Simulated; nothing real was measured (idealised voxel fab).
A process module follows: voxel self aligned vias.
It is cross-section cut that appears here, measuring 170 nm in width, its square cells being 5 nm in size.
A cross-section in this document is a grid of square cells, and it is written down as bands, the top band listed before the ones below it; a band is made up of one or more rows of cells.
Band: top height; bottom height; in nm. Then, left to right: material with width in nm, for each material. "throughout": a single material spanning edge to edge. "empty": empty space.
Height reference: 0 = level under which incoming wafer is all one material. Lowest band: no bottom, runs on downward, e.g. "z 0 and below".
A width such as "30->40" changes by the same amount from each row of cells to the next, from the band's top row to its bottom row.
Where the words "everything unchanged" appear for a step, the cross-section shows no cell changed by that step; every cell remained as before.
"Closed void inventory": empty spaces of 8 cells or more with no open way to the top, each given as width x height at distance, distance from the left edge, all in nm.
Text after the settings on a step's line: the simulator's own remark on that step.
A step line may carry the setting "overlay nm", which, for steps involving a mask, states the distance by which the mask lay to the right of its intended position; negative values denote displacement to the left.
**The following list gives the planned process steps**
1 RECEIVE,material Si
2 CONFORMAL_DEP,material SiO2,thk nm 15
3 CONFORMAL_DEP,material SiCN,thk nm 5
4 DIRECTIONAL_DEP,material lowk,thk nm 30
5 DIRECTIONAL_DEP,material aC,thk nm 15
6 PATTERN,tone open,mask id LINES,material resist,width nm 30,pitch nm 60,thk nm 30,overlay nm 0
7 DIRECTIONAL_ETCH,etch materials aC,depth nm 15
8 STRIP,etch materials resist
9 DIRECTIONAL_ETCH,etch materials lowk,depth nm 30
10 STRIP,etch materials aC
11 CONFORMAL_DEP,material TiN,thk nm 5
12 FILL_DEP,material Ru,thk nm 5
13 CMP,height nm 50
14 SELECTIVE_ETCH,etch materials W Ru TiN,depth nm 5
15 FILL_DEP,material SiN,thk nm 5
16 CMP,height nm 50
17 DIRECTIONAL_DEP,material lowk,thk nm 20
18 DIRECTIONAL_DEP,material aC,thk nm 10
19 PATTERN,tone open,mask id VIAS,material resist,width nm 40,thk nm 25,overlay nm 0
20 DIRECTIONAL_ETCH,etch materials aC,depth nm 10
21 STRIP,etch materials resist
22 DIRECTIONAL_ETCH,etch materials lowk,depth nm 20
23 DIRECTIONAL_ETCH,etch materials SiN,depth nm 5
24 STRIP,etch materials aC
25 CONFORMAL_DEP,material TiN,thk nm 5
26 FILL_DEP,material W,thk nm 10
27 CMP,height nm 70
28 CONFORMAL_DEP,material SiN,thk nm 5
**First wafer of two (run as planned)**
**Shown in cross-section is the wafer as received, that is, as it stands after step 1**
	z 0 and below | Si throughout
	Closed void inventory: none
**The following cross-section depicts the wafer upon completion of step 2**
	z 15 to 0 | SiO2 throughout
	Whatever lies below 0 is exactly as it was before.
**The following cross-section depicts the wafer upon completion of step 3**
	z 20 to 15 | SiCN throughout
	Whatever lies below 15 is exactly as it was before.
**The following cross-section depicts the wafer upon completion of step 4**
	z 50 to 20 | lowk throughout
	Whatever lies below 20 is exactly as it was before.
**The following cross-section depicts the wafer upon completion of step 5**
	z 65 to 50 | aC throughout
	Whatever lies below 50 is exactly as it was before.
**The following cross-section depicts the wafer upon completion of step 6**
	z 95 to 65 | resist=40 | empty=30 | resist=30 | empty=30 | resist=40
	Whatever lies below 65 is exactly as it was before.
**The following cross-section depicts the wafer upon completion of step 7**
	z 80 to 65 | resist=40 | empty=30 | resist=30 | empty=30 | resist=40
	z 65 to 50 | aC=40 | empty=30 | aC=30 | empty=30 | aC=40
	Whatever lies below 50 is exactly as it was before.
**The following cross-section depicts the wafer upon completion of step 8**
	z 65 to 50 | aC=40 | empty=30 | aC=30 | empty=30 | aC=40
	Whatever lies below 50 is exactly as it was before.
**The following cross-section depicts the wafer upon completion of step 9**
	z 65 to 50 | aC=40 | empty=30 | aC=30 | empty=30 | aC=40
	z 50 to 20 | lowk=40 | empty=30 | lowk=30 | empty=30 | lowk=40
	Whatever lies below 20 is exactly as it was before.
**The following cross-section depicts the wafer upon completion of step 10**
	z 50 to 20 | lowk=40 | empty=30 | lowk=30 | empty=30 | lowk=40
	Whatever lies below 20 is exactly as it was before.
**The following cross-section depicts the wafer upon completion of step 11**
	z 55 to 50 | TiN=45 | empty=20 | TiN=40 | empty=20 | TiN=45
	z 50 to 25 | lowk=40 | TiN=5 | empty=20 | TiN=5 | lowk=30 | TiN=5 | empty=20 | TiN=5 | lowk=40
	z 25 to 20 | lowk=40 | TiN=30 | lowk=30 | TiN=30 | lowk=40
	Whatever lies below 20 is exactly as it was before.
**The following cross-section depicts the wafer upon completion of step 12**
	z 60 to 55 | Ru throughout
	z 55 to 50 | TiN=45 | Ru=20 | TiN=40 | Ru=20 | TiN=45
	z 50 to 25 | lowk=40 | TiN=5 | Ru=20 | TiN=5 | lowk=30 | TiN=5 | Ru=20 | TiN=5 | lowk=40
	Whatever lies below 25 is exactly as it was before.
**The following cross-section depicts the wafer upon completion of step 13**
	z 50 to 25 | lowk=40 | TiN=5 | Ru=20 | TiN=5 | lowk=30 | TiN=5 | Ru=20 | TiN=5 | lowk=40
	Whatever lies below 25 is exactly as it was before.
**The following cross-section depicts the wafer upon completion of step 14**
	z 50 to 45 | lowk=40 | empty=30 | lowk=30 | empty=30 | lowk=40
	Whatever lies below 45 is exactly as it was before.
**The following cross-section depicts the wafer upon completion of step 15**
	z 55 to 50 | SiN throughout
	z 50 to 45 | lowk=40 | SiN=30 | lowk=30 | SiN=30 | lowk=40
	Whatever lies below 45 is exactly as it was before.
**The following cross-section depicts the wafer upon completion of step 16**
	z 50 to 45 | lowk=40 | SiN=30 | lowk=30 | SiN=30 | lowk=40
	Whatever lies below 45 is exactly as it was before.
**The following cross-section depicts the wafer upon completion of step 17**
	z 70 to 50 | lowk throughout
	Whatever lies below 50 is exactly as it was before.
**The following cross-section depicts the wafer upon completion of step 18**
	z 80 to 70 | aC throughout
	Whatever lies below 70 is exactly as it was before.
**The following cross-section depicts the wafer upon completion of step 19**
	z 105 to 80 | resist=35 | empty=40 | resist=95
	Whatever lies below 80 is exactly as it was before.
**The following cross-section depicts the wafer upon completion of step 20**
	z 95 to 80 | resist=35 | empty=40 | resist=95
	z 80 to 70 | aC=35 | empty=40 | aC=95
	Whatever lies below 70 is exactly as it was before.
**The following cross-section depicts the wafer upon completion of step 21**
	z 80 to 70 | aC=35 | empty=40 | aC=95
	Whatever lies below 70 is exactly as it was before.
**The following cross-section depicts the wafer upon completion of step 22**
	z 80 to 70 | aC=35 | empty=40 | aC=95
	z 70 to 50 | lowk=35 | empty=40 | lowk=95
	Whatever lies below 50 is exactly as it was before.
**The following cross-section depicts the wafer upon completion of step 23**
	z 80 to 70 | aC=35 | empty=40 | aC=95
	z 70 to 50 | lowk=35 | empty=40 | lowk=95
	z 50 to 45 | lowk=40 | empty=30 | lowk=30 | SiN=30 | lowk=40
	Whatever lies below 45 is exactly as it was before.
**The following cross-section depicts the wafer upon completion of step 24**
	z 70 to 50 | lowk=35 | empty=40 | lowk=95
	Whatever lies below 50 is exactly as it was before.
**The following cross-section depicts the wafer upon completion of step 25**
	z 75 to 70 | TiN=40 | empty=30 | TiN=100
	z 70 to 55 | lowk=35 | TiN=5 | empty=30 | TiN=5 | lowk=95
	z 55 to 50 | lowk=35 | TiN=10 | empty=20 | TiN=10 | lowk=95
	z 50 to 45 | lowk=40 | TiN=30 | lowk=30 | SiN=30 | lowk=40
	Whatever lies below 45 is exactly as it was before.
**The following cross-section depicts the wafer upon completion of step 26**
	z 85 to 75 | W throughout
	z 75 to 70 | TiN=40 | W=30 | TiN=100
	z 70 to 55 | lowk=35 | TiN=5 | W=30 | TiN=5 | lowk=95
	z 55 to 50 | lowk=35 | TiN=10 | W=20 | TiN=10 | lowk=95
	Whatever lies below 50 is exactly as it was before.
**The following cross-section depicts the wafer upon completion of step 27**
	z 70 to 55 | lowk=35 | TiN=5 | W=30 | TiN=5 | lowk=95
	Whatever lies below 55 is exactly as it was before.
**The following cross-section depicts the wafer upon completion of step 28**
	z 75 to 70 | SiN throughout
	Whatever lies below 70 is exactly as it was before.
**Here the second wafer is described. Its start and its plan were those of the first wafer. Its run contained one mistake. Up to and including step 16, it did exactly what the first wafer did**
**Cross-section of the second wafer at the time step 17 of the plan should have ended**
	z 60 to 50 | lowk throughout
	Whatever lies below 50 is exactly as it was before.
**Cross-section of the second wafer at the time step 18 of the plan should have ended**
	z 70 to 60 | aC throughout
	Whatever lies below 60 is exactly as it was before.
**Cross-section of the second wafer at the time step 19 of the plan should have ended**
	z 95 to 70 | resist=35 | empty=40 | resist=95
	Whatever lies below 70 is exactly as it was before.
**Cross-section of the second wafer at the time step 20 of the plan should have ended**
	z 85 to 70 | resist=35 | empty=40 | resist=95
	z 70 to 60 | aC=35 | empty=40 | aC=95
	Whatever lies below 60 is exactly as it was before.
**Cross-section of the second wafer at the time step 21 of the plan should have ended**
	z 70 to 60 | aC=35 | empty=40 | aC=95
	Whatever lies below 60 is exactly as it was before.
**Cross-section of the second wafer at the time step 22 of the plan should have ended**
	z 70 to 60 | aC=35 | empty=40 | aC=95
	z 60 to 50 | lowk=35 | empty=40 | lowk=95
	z 50 to 45 | lowk=35 | empty=5 | SiN=30 | empty=5 | lowk=25 | SiN=30 | lowk=40
	z 45 to 40 | lowk=35 | empty=5 | TiN=5 | Ru=20 | TiN=5 | empty=5 | lowk=25 | TiN=5 | Ru=20 | TiN=5 | lowk=40
	Whatever lies below 40 is exactly as it was before.
**Cross-section of the second wafer at the time step 23 of the plan should have ended**
	z 70 to 60 | aC=35 | empty=40 | aC=95
	z 60 to 50 | lowk=35 | empty=40 | lowk=95
	z 50 to 45 | lowk=35 | empty=40 | lowk=25 | SiN=30 | lowk=40
	Whatever lies below 45 is exactly as it was before.
**Cross-section of the second wafer at the time step 24 of the plan should have ended**
	z 60 to 50 | lowk=35 | empty=40 | lowk=95
	Whatever lies below 50 is exactly as it was before.
**Cross-section of the second wafer at the time step 25 of the plan should have ended**
	z 65 to 60 | TiN=40 | empty=30 | TiN=100
	z 60 to 50 | lowk=35 | TiN=5 | empty=30 | TiN=5 | lowk=95
	z 50 to 45 | lowk=35 | TiN=40 | lowk=25 | SiN=30 | lowk=40
	z 45 to 40 | lowk=35 | TiN=10 | Ru=20 | TiN=10 | lowk=25 | TiN=5 | Ru=20 | TiN=5 | lowk=40
	Whatever lies below 40 is exactly as it was before.
**Cross-section of the second wafer at the time step 26 of the plan should have ended**
	z 75 to 65 | W throughout
	z 65 to 60 | TiN=40 | W=30 | TiN=100
	z 60 to 50 | lowk=35 | TiN=5 | W=30 | TiN=5 | lowk=95
	Whatever lies below 50 is exactly as it was before.
**Cross-section of the second wafer at the time step 27 of the plan should have ended**
	z 70 to 65 | W throughout
	Whatever lies below 65 is exactly as it was before.
**Cross-section of the second wafer at the time step 28 of the plan should have ended**
	z 75 to 70 | SiN throughout
	Whatever lies below 70 is exactly as it was before.
Short version of what went wrong: step 17 changed vs plan, executed as DIRECTIONAL_DEP,material lowk,thk nm 10
End check, counted in cells, second wafer has more or fewer of these materials than the first: TiN: 26 more, W: 30 more, lowk: 56 fewer
